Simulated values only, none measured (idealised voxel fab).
The following process module bears the name voxel transistor to metal.
The width of the displayed cross-section, cut, is 270 nm; its cells are square, with a size of 5 nm.
A cross-section is a grid of square cells, given in bands from the top down. A band is one or more rows of cells.
In this notation a band is specified by the heights of its top and bottom, in that order and in nm, after which its materials appear from left to right, each paired with its width in nm. The word "throughout" attached to a single material means that material fills the band from edge to edge; the word "blank" stands for empty space.
It should be noted that heights are counted from 0, beneath which the wafer as supplied is of one material throughout, and that the lowest band possesses no lower boundary but continues downward, as written in "0 down".
When a width is written as two numbers, as in "30..40", the first number is the width in the top row of cells of the band and the second is the width in its bottom row, and the width changes by the same amount from each row to the next.
Any step labelled "left unchanged" changed none of the cells in the cross-section.
Closed-off voids of 8+ cells (no open route to the top) go in "Sealed cavities", written width x height at distance from the left edge, in nm.
Formally, on a step line, whatever follows the settings is a remark that the simulator itself makes on the step.
overlay nm: step with mask; distance mask lay right of planned place; negative value = left of planned place.
-- So here's the lineup of process steps we planned
| 1 | RECEIVE [material Si] |
| 2 | OXIDIZE [depth nm 5] |
| 3 | CONFORMAL_DEP [material SiN] [thk nm 15] |
| 4 | DIRECTIONAL_DEP [material aC] [thk nm 10] |
| 5 | PATTERN [tone cover] [mask id ACTIVE] [material resist] [width nm 105] [pitch nm 135] [thk nm 30] [overlay nm 0] |
| 6 | DIRECTIONAL_ETCH [etch materials aC] [depth nm 10] |
| 7 | STRIP [etch materials resist] |
| 8 | DIRECTIONAL_ETCH [etch materials SiN] [depth nm 15] |
| 9 | DIRECTIONAL_ETCH [etch materials SiO2] [depth nm 5] |
| 10 | DIRECTIONAL_ETCH [etch materials Si] [depth nm 35] |
| 11 | STRIP [etch materials aC] |
| 12 | OXIDIZE [depth nm 5] |
| 13 | FILL_DEP [material SiO2] [thk nm 15] |
| 14 | CMP [height nm 15] |
| 15 | SELECTIVE_ETCH [etch materials SiO2] [depth nm 15] |
| 16 | STRIP [etch materials SiN] |
| 17 | SELECTIVE_ETCH [etch materials SiO2] [depth nm 5] |
| 18 | OXIDIZE [depth nm 5] |
| 19 | DIRECTIONAL_DEP [material polySi] [thk nm 25] |
| 20 | DIRECTIONAL_DEP [material SiCN] [thk nm 10] |
| 21 | PATTERN [tone cover] [mask id GATE] [material resist] [width nm 25] [pitch nm 135] [thk nm 15] [overlay nm -15] |
| 22 | DIRECTIONAL_ETCH [etch materials SiCN] [depth nm 20] |
| 23 | DIRECTIONAL_ETCH [etch materials polySi] [depth nm 35] |
| 24 | STRIP [etch materials resist] |
| 25 | CONFORMAL_DEP [material SiO2] [thk nm 5] |
| 26 | DIRECTIONAL_ETCH [etch materials SiO2] [depth nm 5] |
| 27 | CONFORMAL_DEP [material SiN] [thk nm 5] |
| 28 | DIRECTIONAL_ETCH [etch materials SiN] [depth nm 5] |
| 29 | DIRECTIONAL_ETCH [etch materials SiO2] [depth nm 5] |
| 30 | DIRECTIONAL_ETCH [etch materials Si] [depth nm 10] |
| 31 | EPI [material pSi] [thk nm 15] |
| 32 | FILL_DEP [material SiO2] [thk nm 5] |
| 33 | CMP [height nm 30] |
| 34 | DIRECTIONAL_DEP [material SiO2] [thk nm 10] |
| 35 | MASKED_ETCH [tone open] [mask id CONTACT] [width nm 15] [etch materials SiO2] [depth nm 45] [overlay nm 0] |
| 36 | CONFORMAL_DEP [material TiN] [thk nm 5] |
| 37 | FILL_DEP [material W] [thk nm 10] |
| 38 | CMP [height nm 40] |
| 39 | DIRECTIONAL_DEP [material TiN] [thk nm 5] |
| 40 | DIRECTIONAL_DEP [material W] [thk nm 25] |
| 41 | PATTERN [tone cover] [mask id METAL_1] [material resist] [width nm 15] [thk nm 20] [overlay nm 0] |
| 42 | DIRECTIONAL_ETCH [etch materials W] [depth nm 25] |
| 43 | DIRECTIONAL_ETCH [etch materials TiN] [depth nm 5] |
| 44 | STRIP [etch materials resist] |
| 45 | CONFORMAL_DEP [material SiCN] [thk nm 5] |
| 46 | FILL_DEP [material SiO2] [thk nm 5] |
| 47 | CMP [height nm 70] |
| 48 | CONFORMAL_DEP [material SiCN] [thk nm 5] |
The plan shows the overlay nm of step 21 as the first wafer had it; this setting differs between the wafers, which start out alike.
-- The first of several wafers in cross-section, exactly as it reached us after step 1
- 0 down | Si throughout
- Sealed cavities: none
-- First of several wafers in cross-section at module end, following the final step, step 48
- 75 to 70 | SiCN throughout
- 70 to 45 | 15 of SiO2, 5 of SiCN, 15 of W, 5 of SiCN, 55 of SiO2, 5 of SiCN, 15 of W, 5 of SiCN, 30 of SiO2, 5 of SiCN, 15 of W, 5 of SiCN, 55 of SiO2, 5 of SiCN, 15 of W, 5 of SiCN, 15 of SiO2
- 45 to 40 | 20 of SiCN, 15 of TiN, 65 of SiCN, 15 of TiN, 40 of SiCN, 15 of TiN, 65 of SiCN, 15 of TiN, 20 of SiCN
- 40 to 35 | 20 of SiO2, 5 of TiN, 5 of W, 5 of TiN, 65 of SiO2, 5 of TiN, 5 of W, 5 of TiN, 40 of SiO2, 5 of TiN, 5 of W, 5 of TiN, 65 of SiO2, 5 of TiN, 5 of W, 5 of TiN, 20 of SiO2
- 35 to 30 | 20 of SiO2, 15 of TiN, 65 of SiO2, 5 of TiN, 5 of W, 5 of TiN, 40 of SiO2, 15 of TiN, 65 of SiO2, 5 of TiN, 5 of W, 5 of TiN, 20 of SiO2
- 30 to 20 | 20 of SiO2, 10 of TiN, 5 of SiN, 5 of SiO2, 25 of SiCN, 5 of SiO2, 5 of SiN, 25 of SiO2, 5 of TiN, 5 of W, 5 of TiN, 40 of SiO2, 10 of TiN, 5 of SiN, 5 of SiO2, 25 of SiCN, 5 of SiO2, 5 of SiN, 25 of SiO2, 5 of TiN, 5 of W, 5 of TiN, 20 of SiO2
- 20 to 5 | 20 of SiO2, 10 of TiN, 5 of SiN, 5 of SiO2, 25 of polySi, 5 of SiO2, 5 of SiN, 25 of SiO2, 5 of TiN, 5 of W, 5 of TiN, 40 of SiO2, 10 of TiN, 5 of SiN, 5 of SiO2, 25 of polySi, 5 of SiO2, 5 of SiN, 25 of SiO2, 5 of TiN, 5 of W, 5 of TiN, 20 of SiO2
- 5 to 0 | 15 of SiO2, 15 of pSi, 5 of SiN, 5 of SiO2, 25 of polySi, 5 of SiO2, 5 of SiN, 15 of pSi, 10 of SiO2, 5 of TiN, 5 of W, 5 of TiN, 35 of SiO2, 15 of pSi, 5 of SiN, 5 of SiO2, 25 of polySi, 5 of SiO2, 5 of SiN, 15 of pSi, 10 of SiO2, 5 of TiN, 5 of W, 5 of TiN, 20 of SiO2
- 0 to -5 | 15 of SiO2, 15 of pSi, 5 of SiN, 5 of SiO2, 25 of polySi, 5 of SiO2, 5 of SiN, 15 of pSi, 10 of SiO2, 15 of TiN, 35 of SiO2, 15 of pSi, 5 of SiN, 5 of SiO2, 25 of polySi, 5 of SiO2, 5 of SiN, 15 of pSi, 10 of SiO2, 15 of TiN, 20 of SiO2
- -5 to -10 | 15 of SiO2, 15 of pSi, 45 of SiO2, 45 of pSi, 30 of SiO2, 15 of pSi, 45 of SiO2, 45 of pSi, 15 of SiO2
- -10 to -20 | 20 of SiO2, 10 of pSi, 45 of Si, 40 of pSi, 40 of SiO2, 10 of pSi, 45 of Si, 40 of pSi, 20 of SiO2
- -20 to -45 | 20 of SiO2, 95 of Si, 40 of SiO2, 95 of Si, 20 of SiO2
- -45 down | Si throughout
- Sealed cavities: none
-- Wafer cross-section (last wafer, module end)
- 75 to 70 | SiCN throughout
- 70 to 45 | 15 of SiO2, 5 of SiCN, 15 of W, 5 of SiCN, 55 of SiO2, 5 of SiCN, 15 of W, 5 of SiCN, 30 of SiO2, 5 of SiCN, 15 of W, 5 of SiCN, 55 of SiO2, 5 of SiCN, 15 of W, 5 of SiCN, 15 of SiO2
- 45 to 40 | 20 of SiCN, 15 of TiN, 65 of SiCN, 15 of TiN, 40 of SiCN, 15 of TiN, 65 of SiCN, 15 of TiN, 20 of SiCN
- 40 to 35 | 20 of SiO2, 5 of TiN, 5 of W, 5 of TiN, 65 of SiO2, 5 of TiN, 5 of W, 5 of TiN, 40 of SiO2, 5 of TiN, 5 of W, 5 of TiN, 65 of SiO2, 5 of TiN, 5 of W, 5 of TiN, 20 of SiO2
- 35 to 30 | 20 of SiO2, 5 of TiN, 5 of W, 5 of TiN, 65 of SiO2, 15 of TiN, 40 of SiO2, 5 of TiN, 5 of W, 5 of TiN, 65 of SiO2, 15 of TiN, 20 of SiO2
- 30 to 20 | 20 of SiO2, 5 of TiN, 5 of W, 5 of TiN, 25 of SiO2, 5 of SiN, 5 of SiO2, 25 of SiCN, 5 of SiO2, 5 of SiN, 10 of TiN, 40 of SiO2, 5 of TiN, 5 of W, 5 of TiN, 25 of SiO2, 5 of SiN, 5 of SiO2, 25 of SiCN, 5 of SiO2, 5 of SiN, 10 of TiN, 20 of SiO2
- 20 to 5 | 20 of SiO2, 5 of TiN, 5 of W, 5 of TiN, 25 of SiO2, 5 of SiN, 5 of SiO2, 25 of polySi, 5 of SiO2, 5 of SiN, 10 of TiN, 40 of SiO2, 5 of TiN, 5 of W, 5 of TiN, 25 of SiO2, 5 of SiN, 5 of SiO2, 25 of polySi, 5 of SiO2, 5 of SiN, 10 of TiN, 20 of SiO2
- 5 to 0 | 20 of SiO2, 5 of TiN, 5 of W, 5 of TiN, 10 of SiO2, 15 of pSi, 5 of SiN, 5 of SiO2, 25 of polySi, 5 of SiO2, 5 of SiN, 15 of pSi, 35 of SiO2, 5 of TiN, 5 of W, 5 of TiN, 10 of SiO2, 15 of pSi, 5 of SiN, 5 of SiO2, 25 of polySi, 5 of SiO2, 5 of SiN, 15 of pSi, 15 of SiO2
- 0 to -5 | 20 of SiO2, 15 of TiN, 10 of SiO2, 15 of pSi, 5 of SiN, 5 of SiO2, 25 of polySi, 5 of SiO2, 5 of SiN, 15 of pSi, 35 of SiO2, 15 of TiN, 10 of SiO2, 15 of pSi, 5 of SiN, 5 of SiO2, 25 of polySi, 5 of SiO2, 5 of SiN, 15 of pSi, 15 of SiO2
- -5 to -10 | 15 of SiO2, 45 of pSi, 45 of SiO2, 15 of pSi, 30 of SiO2, 45 of pSi, 45 of SiO2, 15 of pSi, 15 of SiO2
- -10 to -20 | 20 of SiO2, 40 of pSi, 45 of Si, 10 of pSi, 40 of SiO2, 40 of pSi, 45 of Si, 10 of pSi, 20 of SiO2
- -20 to -45 | 20 of SiO2, 95 of Si, 40 of SiO2, 95 of Si, 20 of SiO2
- -45 down | Si throughout
- Sealed cavities: none
-- For your reference, the table is organized with a row per wafer; each row reflects the wafer at the end of the module, indicating for each material the cells gained (+) or lost (-) since receipt, and thereafter its closed voids
overlay nm -15 | -260 Si | +156 SiCN | +28 SiN | +590 SiO2 | +80 TiN | +78 W | +88 pSi | +50 polySi | Sealed cavities: none
overlay nm -10 | -260 Si | +156 SiCN | +28 SiN | +580 SiO2 | +80 TiN | +88 W | +88 pSi | +50 polySi | Sealed cavities: none
overlay nm -5 | -260 Si | +156 SiCN | +28 SiN | +576 SiO2 | +84 TiN | +88 W | +88 pSi | +50 polySi | Sealed cavities: none
overlay nm 0 | -260 Si | +156 SiCN | +28 SiN | +576 SiO2 | +88 TiN | +84 W | +88 pSi | +50 polySi | Sealed cavities: none
overlay nm 5 | -260 Si | +156 SiCN | +28 SiN | +576 SiO2 | +84 TiN | +88 W | +88 pSi | +50 polySi | Sealed cavities: none
overlay nm 10 | -260 Si | +156 SiCN | +28 SiN | +580 SiO2 | +80 TiN | +88 W | +88 pSi | +50 polySi | Sealed cavities: none
overlay nm 15 | -260 Si | +156 SiCN | +28 SiN | +590 SiO2 | +80 TiN | +78 W | +88 pSi | +50 polySi | Sealed cavities: none
